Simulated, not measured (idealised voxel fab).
Proc. module: voxel capacitor over wiring
Cross-section cut: width 235 nm, square cells of 5 nm.
The cross-sections in this document take the form of a grid made of square cells. They are written out as bands, in order from top to bottom. Each band consists of one or more rows of cells.
Read a band's entry like this: the first values are the height of its top and the height of its bottom in nm, and what follows is the sequence of materials from left to right, each with its width in nm. Note that "empty" is empty space, and that a single material marked "everywhere" reaches across the band from edge to edge.
It should be noted that heights are counted from 0, beneath which the wafer as supplied is of one material throughout, and that the lowest band possesses no lower boundary but continues downward, as written in "0 and below".
With a width like "30->40", each row of cells in the band differs from the next by the same amount, the top row carrying the first number and the bottom row the second.
"same as before" means the step left every cell of the cross-section as it was.
The entry "Fully closed voids" lists the empty spaces that cover at least 8 cells and have no open path to the top. Each is written as width x height at distance, where the distance is measured from the left edge and all three values are in nm.
Heads up: the bit after the settings on a step's line is the simulator's remark on that step.
The line of a step may include "overlay nm". On a step with a mask, this value is how far to the right of its planned place the mask lay. A negative value means the mask lay to the left.

[Here's what the planned process steps look like]
1: RECEIVE (material Si)
2: CONFORMAL_DEP (material SiO2; thk nm 15)
3: CONFORMAL_DEP (material SiN; thk nm 5)
4: DIRECTIONAL_DEP (material SiO2; thk nm 15)
5: DIRECTIONAL_DEP (material aC; thk nm 10)
6: PATTERN (tone open; mask id METAL_1; material resist; width nm 25; pitch nm 90; thk nm 30; overlay nm 0)
7: DIRECTIONAL_ETCH (etch materials aC; depth nm 10)
8: STRIP (etch materials resist)
9: DIRECTIONAL_ETCH (etch materials SiO2; depth nm 15)
10: DIRECTIONAL_ETCH (etch materials SiN; depth nm 5)
11: STRIP (etch materials aC)
12: CONFORMAL_DEP (material TiN; thk nm 5)
13: FILL_DEP (material Cu; thk nm 5)
14: CMP (height nm 35)
15: EPI (material Ru; thk nm 5)
16: FILL_DEP (material SiCN; thk nm 5)
17: DIRECTIONAL_DEP (material lowk; thk nm 15)
18: DIRECTIONAL_DEP (material aC; thk nm 10)
19: PATTERN (tone open; mask id PLUG_1; material resist; width nm 15; thk nm 30; overlay nm 0)
20: DIRECTIONAL_ETCH (etch materials aC; depth nm 10)
21: STRIP (etch materials resist)
22: DIRECTIONAL_ETCH (etch materials lowk; depth nm 15)
23: DIRECTIONAL_ETCH (etch materials SiCN; depth nm 5)
24: STRIP (etch materials aC)
25: EPI (material Ru; thk nm 10)
26: EPI (material Ru; thk nm 10)
27: DIRECTIONAL_DEP (material TiN; thk nm 5)
28: DIRECTIONAL_DEP (material Al2O3; thk nm 5)
29: DIRECTIONAL_DEP (material TiN; thk nm 10)
30: MASKED_ETCH (tone cover; mask id UPPER_PLATE; width nm 70; etch materials TiN; depth nm 10; overlay nm 0)
31: MASKED_ETCH (tone cover; mask id UPPER_PLATE; width nm 70; etch materials Al2O3; depth nm 5; overlay nm 0)
32: DIRECTIONAL_DEP (material aC; thk nm 15)
33: PATTERN (tone cover; mask id LOWER_PLATE; material resist; width nm 80; thk nm 35; overlay nm 0)
34: DIRECTIONAL_ETCH (etch materials aC; depth nm 15)
35: STRIP (etch materials resist)
36: DIRECTIONAL_ETCH (etch materials TiN; depth nm 5)
37: STRIP (etch materials aC)
38: FILL_DEP (material SiO2; thk nm 15)
39: CMP (height nm 90)
40: DIRECTIONAL_DEP (material aC; thk nm 15)
41: PATTERN (tone open; mask id PLUG_2; material resist; width nm 15; thk nm 35; overlay nm 0)
42: DIRECTIONAL_ETCH (etch materials aC; depth nm 15)
43: STRIP (etch materials resist)
44: DIRECTIONAL_ETCH (etch materials SiO2; depth nm 10)
45: STRIP (etch materials aC)
46: CONFORMAL_DEP (material TiN; thk nm 5)
47: FILL_DEP (material Ru; thk nm 5)
48: CMP (height nm 90)
49: CONFORMAL_DEP (material SiCN; thk nm 5)

[First of two wafers: run as planned]

[Cross-section of the wafer at receipt, which is the condition after step 1]
  0 and below  Si everywhere
  Fully closed voids: none

[After step 2, in cross-section]
  15 down to 0  SiO2 everywhere
  Lower than 0, everything is as it was.

[After step 3, in cross-section]
  20 down to 15  SiN everywhere
  Lower than 15, everything is as it was.

[After step 4, in cross-section]
  35 down to 20  SiO2 everywhere
  Lower than 20, everything is as it was.

[After step 5, in cross-section]
  45 down to 35  aC everywhere
  Lower than 35, everything is as it was.

[After step 6, in cross-section]
  75 down to 45  resist 60 nm / empty 25 nm / resist 65 nm / empty 25 nm / resist 60 nm
  Lower than 45, everything is as it was.

[After step 7, in cross-section]
  65 down to 45  resist 60 nm / empty 25 nm / resist 65 nm / empty 25 nm / resist 60 nm
  45 down to 35  aC 60 nm / empty 25 nm / aC 65 nm / empty 25 nm / aC 60 nm
  Lower than 35, everything is as it was.

[After step 8, in cross-section]
  45 down to 35  aC 60 nm / empty 25 nm / aC 65 nm / empty 25 nm / aC 60 nm
  Lower than 35, everything is as it was.

[After step 9, in cross-section]
  45 down to 35  aC 60 nm / empty 25 nm / aC 65 nm / empty 25 nm / aC 60 nm
  35 down to 20  SiO2 60 nm / empty 25 nm / SiO2 65 nm / empty 25 nm / SiO2 60 nm
  Lower than 20, everything is as it was.

[After step 10, in cross-section]
  45 down to 35  aC 60 nm / empty 25 nm / aC 65 nm / empty 25 nm / aC 60 nm
  35 down to 20  SiO2 60 nm / empty 25 nm / SiO2 65 nm / empty 25 nm / SiO2 60 nm
  20 down to 15  SiN 60 nm / empty 25 nm / SiN 65 nm / empty 25 nm / SiN 60 nm
  Lower than 15, everything is as it was.

[After step 11, in cross-section]
  35 down to 20  SiO2 60 nm / empty 25 nm / SiO2 65 nm / empty 25 nm / SiO2 60 nm
  Lower than 20, everything is as it was.

[After step 12, in cross-section]
  40 down to 35  TiN 65 nm / empty 15 nm / TiN 75 nm / empty 15 nm / TiN 65 nm
  35 down to 20  SiO2 60 nm / TiN 5 nm / empty 15 nm / TiN 5 nm / SiO2 65 nm / TiN 5 nm / empty 15 nm / TiN 5 nm / SiO2 60 nm
  20 down to 15  SiN 60 nm / TiN 25 nm / SiN 65 nm / TiN 25 nm / SiN 60 nm
  Lower than 15, everything is as it was.

[After step 13, in cross-section]
  45 down to 40  Cu everywhere
  40 down to 35  TiN 65 nm / Cu 15 nm / TiN 75 nm / Cu 15 nm / TiN 65 nm
  35 down to 20  SiO2 60 nm / TiN 5 nm / Cu 15 nm / TiN 5 nm / SiO2 65 nm / TiN 5 nm / Cu 15 nm / TiN 5 nm / SiO2 60 nm
  Lower than 20, everything is as it was.

[After step 14, in cross-section]
  35 down to 20  SiO2 60 nm / TiN 5 nm / Cu 15 nm / TiN 5 nm / SiO2 65 nm / TiN 5 nm / Cu 15 nm / TiN 5 nm / SiO2 60 nm
  Lower than 20, everything is as it was.

[After step 15, in cross-section]
  40 down to 35  empty 55 nm / Ru 35 nm / empty 55 nm / Ru 35 nm / empty 55 nm
  Lower than 35, everything is as it was.

[After step 16, in cross-section]
  45 down to 40  SiCN everywhere
  40 down to 35  SiCN 55 nm / Ru 35 nm / SiCN 55 nm / Ru 35 nm / SiCN 55 nm
  Lower than 35, everything is as it was.

[After step 17, in cross-section]
  60 down to 45  lowk everywhere
  Lower than 45, everything is as it was.

[After step 18, in cross-section]
  70 down to 60  aC everywhere
  Lower than 60, everything is as it was.

[After step 19, in cross-section]
  100 down to 70  resist 70 nm / empty 15 nm / resist 150 nm
  Lower than 70, everything is as it was.

[After step 20, in cross-section]
  90 down to 70  resist 70 nm / empty 15 nm / resist 150 nm
  70 down to 60  aC 70 nm / empty 15 nm / aC 150 nm
  Lower than 60, everything is as it was.

[After step 21, in cross-section]
  70 down to 60  aC 70 nm / empty 15 nm / aC 150 nm
  Lower than 60, everything is as it was.

[After step 22, in cross-section]
  70 down to 60  aC 70 nm / empty 15 nm / aC 150 nm
  60 down to 45  lowk 70 nm / empty 15 nm / lowk 150 nm
  Lower than 45, everything is as it was.

[After step 23, in cross-section]
  70 down to 60  aC 70 nm / empty 15 nm / aC 150 nm
  60 down to 45  lowk 70 nm / empty 15 nm / lowk 150 nm
  45 down to 40  SiCN 70 nm / empty 15 nm / SiCN 150 nm
  Lower than 40, everything is as it was.

[After step 24, in cross-section]
  60 down to 45  lowk 70 nm / empty 15 nm / lowk 150 nm
  Lower than 45, everything is as it was.

[After step 25, in cross-section]
  60 down to 50  lowk 70 nm / empty 15 nm / lowk 150 nm
  50 down to 45  lowk 70 nm / Ru 15 nm / lowk 150 nm
  45 down to 40  SiCN 70 nm / Ru 15 nm / SiCN 150 nm
  Lower than 40, everything is as it was.

[After step 26, in cross-section]
  60 down to 45  lowk 70 nm / Ru 15 nm / lowk 150 nm
  Lower than 45, everything is as it was.

[After step 27, in cross-section]
  65 down to 60  TiN everywhere
  Lower than 60, everything is as it was.

[After step 28, in cross-section]
  70 down to 65  Al2O3 everywhere
  Lower than 65, everything is as it was.

[After step 29, in cross-section]
  80 down to 70  TiN everywhere
  Lower than 70, everything is as it was.

[After step 30, in cross-section]
  80 down to 70  empty 70 nm / TiN 70 nm / empty 95 nm
  Lower than 70, everything is as it was.

[After step 31, in cross-section]
  80 down to 70  empty 70 nm / TiN 70 nm / empty 95 nm
  70 down to 65  empty 70 nm / Al2O3 70 nm / empty 95 nm
  Lower than 65, everything is as it was.

[After step 32, in cross-section]
  95 down to 80  empty 70 nm / aC 70 nm / empty 95 nm
  80 down to 70  aC 70 nm / TiN 70 nm / aC 95 nm
  70 down to 65  aC 70 nm / Al2O3 70 nm / aC 95 nm
  Lower than 65, everything is as it was.

[After step 33, in cross-section]
  130 down to 95  empty 65 nm / resist 80 nm / empty 90 nm
  95 down to 80  empty 65 nm / resist 5 nm / aC 70 nm / resist 5 nm / empty 90 nm
  Lower than 80, everything is as it was.

[After step 34, in cross-section]
  115 down to 95  empty 65 nm / resist 80 nm / empty 90 nm
  95 down to 80  empty 65 nm / resist 5 nm / aC 70 nm / resist 5 nm / empty 90 nm
  80 down to 70  empty 65 nm / aC 5 nm / TiN 70 nm / aC 5 nm / empty 90 nm
  70 down to 65  empty 65 nm / aC 5 nm / Al2O3 70 nm / aC 5 nm / empty 90 nm
  Lower than 65, everything is as it was.

[After step 35, in cross-section]
  95 down to 80  empty 70 nm / aC 70 nm / empty 95 nm
  Lower than 80, everything is as it was.

[After step 36, in cross-section]
  95 down to 80  empty 70 nm / aC 70 nm / empty 95 nm
  80 down to 70  empty 65 nm / aC 5 nm / TiN 70 nm / aC 5 nm / empty 90 nm
  70 down to 65  empty 65 nm / aC 5 nm / Al2O3 70 nm / aC 5 nm / empty 90 nm
  65 down to 60  empty 65 nm / TiN 80 nm / empty 90 nm
  Lower than 60, everything is as it was.

[After step 37, in cross-section]
  80 down to 70  empty 70 nm / TiN 70 nm / empty 95 nm
  70 down to 65  empty 70 nm / Al2O3 70 nm / empty 95 nm
  Lower than 65, everything is as it was.

[After step 38, in cross-section]
  95 down to 80  SiO2 everywhere
  80 down to 70  SiO2 70 nm / TiN 70 nm / SiO2 95 nm
  70 down to 65  SiO2 70 nm / Al2O3 70 nm / SiO2 95 nm
  65 down to 60  SiO2 65 nm / TiN 80 nm / SiO2 90 nm
  Lower than 60, everything is as it was.

[After step 39, in cross-section]
  90 down to 80  SiO2 everywhere
  Lower than 80, everything is as it was.

[After step 40, in cross-section]
  105 down to 90  aC everywhere
  Lower than 90, everything is as it was.

[After step 41, in cross-section]
  140 down to 105  resist 80 nm / empty 15 nm / resist 140 nm
  Lower than 105, everything is as it was.

[After step 42, in cross-section]
  125 down to 105  resist 80 nm / empty 15 nm / resist 140 nm
  105 down to 90  aC 80 nm / empty 15 nm / aC 140 nm
  Lower than 90, everything is as it was.

[After step 43, in cross-section]
  105 down to 90  aC 80 nm / empty 15 nm / aC 140 nm
  Lower than 90, everything is as it was.

[After step 44, in cross-section]
  105 down to 90  aC 80 nm / empty 15 nm / aC 140 nm
  90 down to 80  SiO2 80 nm / empty 15 nm / SiO2 140 nm
  Lower than 80, everything is as it was.

[After step 45, in cross-section]
  90 down to 80  SiO2 80 nm / empty 15 nm / SiO2 140 nm
  Lower than 80, everything is as it was.

[After step 46, in cross-section]
  95 down to 90  TiN 85 nm / empty 5 nm / TiN 145 nm
  90 down to 85  SiO2 80 nm / TiN 5 nm / empty 5 nm / TiN 5 nm / SiO2 140 nm
  85 down to 80  SiO2 80 nm / TiN 15 nm / SiO2 140 nm
  Lower than 80, everything is as it was.

[After step 47, in cross-section]
  100 down to 95  Ru everywhere
  95 down to 90  TiN 85 nm / Ru 5 nm / TiN 145 nm
  90 down to 85  SiO2 80 nm / TiN 5 nm / Ru 5 nm / TiN 5 nm / SiO2 140 nm
  Lower than 85, everything is as it was.

[After step 48, in cross-section]
  90 down to 85  SiO2 80 nm / TiN 5 nm / Ru 5 nm / TiN 5 nm / SiO2 140 nm
  Lower than 85, everything is as it was.

[After step 49, in cross-section]
  95 down to 90  SiCN everywhere
  Lower than 90, everything is as it was.

[second wafer: like start, like plan, one mistake. Through step 29 it matches the first wafer]

[Second wafer profile in section, at the moment step 30 of the plan was meant to be complete]
  80 down to 70  empty 75 nm / TiN 65 nm / empty 95 nm
  Lower than 70, everything is as it was.

[Second wafer profile in section, at the moment step 31 of the plan was meant to be complete]
  80 down to 70  empty 75 nm / TiN 65 nm / empty 95 nm
  70 down to 65  empty 70 nm / Al2O3 70 nm / empty 95 nm
  Lower than 65, everything is as it was.

[Second wafer profile in section, at the moment step 32 of the plan was meant to be complete]
  95 down to 85  empty 75 nm / aC 65 nm / empty 95 nm
  85 down to 80  empty 70 nm / aC 70 nm / empty 95 nm
  80 down to 70  aC 75 nm / TiN 65 nm / aC 95 nm
  70 down to 65  aC 70 nm / Al2O3 70 nm / aC 95 nm
  Lower than 65, everything is as it was.

[Second wafer profile in section, at the moment step 33 of the plan was meant to be complete]
  130 down to 95  empty 65 nm / resist 80 nm / empty 90 nm
  95 down to 85  empty 65 nm / resist 10 nm / aC 65 nm / resist 5 nm / empty 90 nm
  85 down to 80  empty 65 nm / resist 5 nm / aC 70 nm / resist 5 nm / empty 90 nm
  Lower than 80, everything is as it was.

[Second wafer profile in section, at the moment step 34 of the plan was meant to be complete]
  115 down to 95  empty 65 nm / resist 80 nm / empty 90 nm
  95 down to 85  empty 65 nm / resist 10 nm / aC 65 nm / resist 5 nm / empty 90 nm
  85 down to 80  empty 65 nm / resist 5 nm / aC 70 nm / resist 5 nm / empty 90 nm
  80 down to 70  empty 65 nm / aC 10 nm / TiN 65 nm / aC 5 nm / empty 90 nm
  70 down to 65  empty 65 nm / aC 5 nm / Al2O3 70 nm / aC 5 nm / empty 90 nm
  Lower than 65, everything is as it was.

[Second wafer profile in section, at the moment step 35 of the plan was meant to be complete]
  95 down to 85  empty 75 nm / aC 65 nm / empty 95 nm
  85 down to 80  empty 70 nm / aC 70 nm / empty 95 nm
  Lower than 80, everything is as it was.

[Second wafer profile in section, at the moment step 36 of the plan was meant to be complete]
  95 down to 85  empty 75 nm / aC 65 nm / empty 95 nm
  85 down to 80  empty 70 nm / aC 70 nm / empty 95 nm
  80 down to 70  empty 65 nm / aC 10 nm / TiN 65 nm / aC 5 nm / empty 90 nm
  70 down to 65  empty 65 nm / aC 5 nm / Al2O3 70 nm / aC 5 nm / empty 90 nm
  65 down to 60  empty 65 nm / TiN 80 nm / empty 90 nm
  Lower than 60, everything is as it was.

[Second wafer profile in section, at the moment step 37 of the plan was meant to be complete]
  80 down to 70  empty 75 nm / TiN 65 nm / empty 95 nm
  70 down to 65  empty 70 nm / Al2O3 70 nm / empty 95 nm
  Lower than 65, everything is as it was.

[Second wafer profile in section, at the moment step 38 of the plan was meant to be complete]
  95 down to 80  SiO2 everywhere
  80 down to 70  SiO2 75 nm / TiN 65 nm / SiO2 95 nm
  70 down to 65  SiO2 70 nm / Al2O3 70 nm / SiO2 95 nm
  65 down to 60  SiO2 65 nm / TiN 80 nm / SiO2 90 nm
  Lower than 60, everything is as it was.

[Second wafer profile in section, at the moment step 39 of the plan was meant to be complete]
  90 down to 80  SiO2 everywhere
  Lower than 80, everything is as it was.

[Second wafer profile in section, at the moment step 40 of the plan was meant to be complete]
  105 down to 90  aC everywhere
  Lower than 90, everything is as it was.

[Second wafer profile in section, at the moment step 41 of the plan was meant to be complete]
  140 down to 105  resist 80 nm / empty 15 nm / resist 140 nm
  Lower than 105, everything is as it was.

[Second wafer profile in section, at the moment step 42 of the plan was meant to be complete]
  125 down to 105  resist 80 nm / empty 15 nm / resist 140 nm
  105 down to 90  aC 80 nm / empty 15 nm / aC 140 nm
  Lower than 90, everything is as it was.

[Second wafer profile in section, at the moment step 43 of the plan was meant to be complete]
  105 down to 90  aC 80 nm / empty 15 nm / aC 140 nm
  Lower than 90, everything is as it was.

[Second wafer profile in section, at the moment step 44 of the plan was meant to be complete]
  105 down to 90  aC 80 nm / empty 15 nm / aC 140 nm
  90 down to 80  SiO2 80 nm / empty 15 nm / SiO2 140 nm
  Lower than 80, everything is as it was.

[Second wafer profile in section, at the moment step 45 of the plan was meant to be complete]
  90 down to 80  SiO2 80 nm / empty 15 nm / SiO2 140 nm
  Lower than 80, everything is as it was.

[Second wafer profile in section, at the moment step 46 of the plan was meant to be complete]
  95 down to 90  TiN 85 nm / empty 5 nm / TiN 145 nm
  90 down to 85  SiO2 80 nm / TiN 5 nm / empty 5 nm / TiN 5 nm / SiO2 140 nm
  85 down to 80  SiO2 80 nm / TiN 15 nm / SiO2 140 nm
  Lower than 80, everything is as it was.

[Second wafer profile in section, at the moment step 47 of the plan was meant to be complete]
  100 down to 95  Ru everywhere
  95 down to 90  TiN 85 nm / Ru 5 nm / TiN 145 nm
  90 down to 85  SiO2 80 nm / TiN 5 nm / Ru 5 nm / TiN 5 nm / SiO2 140 nm
  Lower than 85, everything is as it was.

[Second wafer profile in section, at the moment step 48 of the plan was meant to be complete]
  90 down to 85  SiO2 80 nm / TiN 5 nm / Ru 5 nm / TiN 5 nm / SiO2 140 nm
  Lower than 85, everything is as it was.

[Second wafer profile in section, at the moment step 49 of the plan was meant to be complete]
  95 down to 90  SiCN everywhere
  Lower than 90, everything is as it was.
What broke from the plan during processing? step 30: run off-plan, actual operation and settings MASKED_ETCH (tone cover; mask id UPPER_PLATE; width nm 65; etch materials TiN; depth nm 10; overlay nm 0)
Cell-count delta at end, second wafer over first, by material: +2 SiO2; -2 TiN
